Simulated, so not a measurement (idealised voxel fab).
The name of this process module is voxel capacitor over wiring.
Cross-sectional view cut (width: 200 nm; square cell size: 5 nm).
Cross-sections here: square-cell grids, written as top-down lists of bands, a band being one or more rows of cells.
Read a band's entry like this: the first values are the height of its top and the height of its bottom in nm, and what follows is the sequence of materials from left to right, each with its width in nm. Note that "air" is empty space, and that a single material marked "throughout" reaches across the band from edge to edge.
Measure heights from 0. That's the level where, below it, the as-received wafer is all one material. The lowest band is bottomless and extends downward; write it as in "0 -> down".
Width "30->40": first value at the band's top row of cells, second value at its bottom row, equal change from row to row.
Any step labelled "identical to before" changed none of the cells in the cross-section.
Enclosed void catalog: empty space of 8 cells or more with no open way to the top, each as width x height at its distance from the left edge, in nm
On each step's line, the part that comes after the settings is the simulator's own comment on the step.
You can add "overlay nm" to a step's line. For a step with a mask, it describes how far the mask lay to the right of its planned position, and a negative number describes a lay to the left.
## The planned process steps are enumerated hereunder
1 RECEIVE | material Si
2 CONFORMAL_DEP | material SiO2 | thk nm 15
3 DIRECTIONAL_DEP | material TiN | thk nm 5
4 DIRECTIONAL_DEP | material Ru | thk nm 20
5 DIRECTIONAL_DEP | material aC | thk nm 10
6 PATTERN | tone cover | mask id METAL_1 | material resist | width nm 30 | pitch nm 100 | thk nm 25 | overlay nm 0
7 DIRECTIONAL_ETCH | etch materials aC | depth nm 10
8 STRIP | etch materials resist
9 DIRECTIONAL_ETCH | etch materials Ru | depth nm 20
10 DIRECTIONAL_ETCH | etch materials TiN | depth nm 5
11 STRIP | etch materials aC
12 FILL_DEP | material lowk | thk nm 10
13 CMP | height nm 40
14 CONFORMAL_DEP | material SiCN | thk nm 5
15 DIRECTIONAL_DEP | material lowk | thk nm 15
16 DIRECTIONAL_DEP | material aC | thk nm 15
17 PATTERN | tone open | mask id PLUG_1 | material resist | width nm 15 | thk nm 35 | overlay nm 0
18 DIRECTIONAL_ETCH | etch materials aC | depth nm 15
19 STRIP | etch materials resist
20 DIRECTIONAL_ETCH | etch materials lowk | depth nm 15
21 DIRECTIONAL_ETCH | etch materials SiCN | depth nm 5
22 STRIP | etch materials aC
23 EPI | material Ru | thk nm 10
24 EPI | material Ru | thk nm 10
25 DIRECTIONAL_DEP | material TiN | thk nm 10
26 DIRECTIONAL_DEP | material Al2O3 | thk nm 5
27 DIRECTIONAL_DEP | material TiN | thk nm 5
28 PATTERN | tone cover | mask id UPPER_PLATE | material resist | width nm 75 | thk nm 15 | overlay nm 0
29 DIRECTIONAL_ETCH | etch materials TiN | depth nm 5
30 DIRECTIONAL_ETCH | etch materials Al2O3 | depth nm 5
31 STRIP | etch materials resist
32 DIRECTIONAL_DEP | material aC | thk nm 10
33 PATTERN | tone cover | mask id LOWER_PLATE | material resist | width nm 85 | thk nm 25 | overlay nm 0
34 DIRECTIONAL_ETCH | etch materials aC | depth nm 10
35 STRIP | etch materials resist
36 DIRECTIONAL_ETCH | etch materials TiN | depth nm 10
37 STRIP | etch materials aC
38 FILL_DEP | material SiO2 | thk nm 15
39 CMP | height nm 90
40 DIRECTIONAL_DEP | material aC | thk nm 15
41 PATTERN | tone open | mask id PLUG_2 | material resist | width nm 15 | thk nm 30 | overlay nm 0
42 DIRECTIONAL_ETCH | etch materials aC | depth nm 15
43 STRIP | etch materials resist
44 DIRECTIONAL_ETCH | etch materials SiO2 | depth nm 10
45 STRIP | etch materials aC
46 CONFORMAL_DEP | material TiN | thk nm 5
47 FILL_DEP | material Ru | thk nm 10
48 CMP | height nm 90
49 CONFORMAL_DEP | material SiCN | thk nm 5
## As-received wafer cross-section (after step 1)
  0 -> down = Si throughout
  Enclosed void catalog: none
## End-of-module XS, first of two wafers, run as planned
  95 -> 90 = SiCN throughout
  90 -> 85 = SiO2 60 nm; TiN 5 nm; Ru 5 nm; TiN 5 nm; SiO2 125 nm
  85 -> 75 = SiO2 60->50 nm; TiN 15->75 nm; SiO2 125->75 nm
  75 -> 70 = SiO2 50 nm; Al2O3 75 nm; SiO2 75 nm
  70 -> 60 = SiO2 45 nm; TiN 85 nm; SiO2 70 nm
  60 -> 45 = lowk 50 nm; Ru 15 nm; lowk 135 nm
  45 -> 40 = SiCN 50 nm; Ru 15 nm; SiCN 135 nm
  40 -> 20 = lowk 35 nm; Ru 30 nm; lowk 70 nm; Ru 30 nm; lowk 35 nm
  20 -> 15 = lowk 35 nm; TiN 30 nm; lowk 70 nm; TiN 30 nm; lowk 35 nm
  15 -> 0 = SiO2 throughout
  0 -> down = Si throughout
  Enclosed void catalog: none
## What the second wafer looks like in cross-section once the module is done. Its start and its plan matched the first wafer's exactly; what differed was one mistake in how it was run
  95 -> 90 = SiCN throughout
  90 -> 85 = SiO2 60 nm; TiN 5 nm; Ru 5 nm; TiN 5 nm; SiO2 125 nm
  85 -> 75 = SiO2 60->50 nm; TiN 15->75 nm; SiO2 125->75 nm
  75 -> 70 = SiO2 50 nm; Al2O3 75 nm; SiO2 75 nm
  70 -> 60 = SiO2 45 nm; TiN 85 nm; SiO2 70 nm
  60 -> 45 = lowk 50 nm; Ru 15 nm; lowk 135 nm
  45 -> 40 = SiCN 50 nm; Ru 15 nm; SiCN 135 nm
  40 -> 20 = lowk 30 nm; Ru 40 nm; lowk 60 nm; Ru 40 nm; lowk 30 nm
  20 -> 15 = lowk 30 nm; TiN 40 nm; lowk 60 nm; TiN 40 nm; lowk 30 nm
  15 -> 0 = SiO2 throughout
  0 -> down = Si throughout
  Enclosed void catalog: none
Run error: step 6 deviated from plan and actually ran as PATTERN | tone cover | mask id METAL_1 | material resist | width nm 40 | pitch nm 100 | thk nm 25 | overlay nm 0
Final cells, second wafer relative to first, materials higher or lower: 16 more of Ru | 4 more of TiN | 20 fewer of lowk
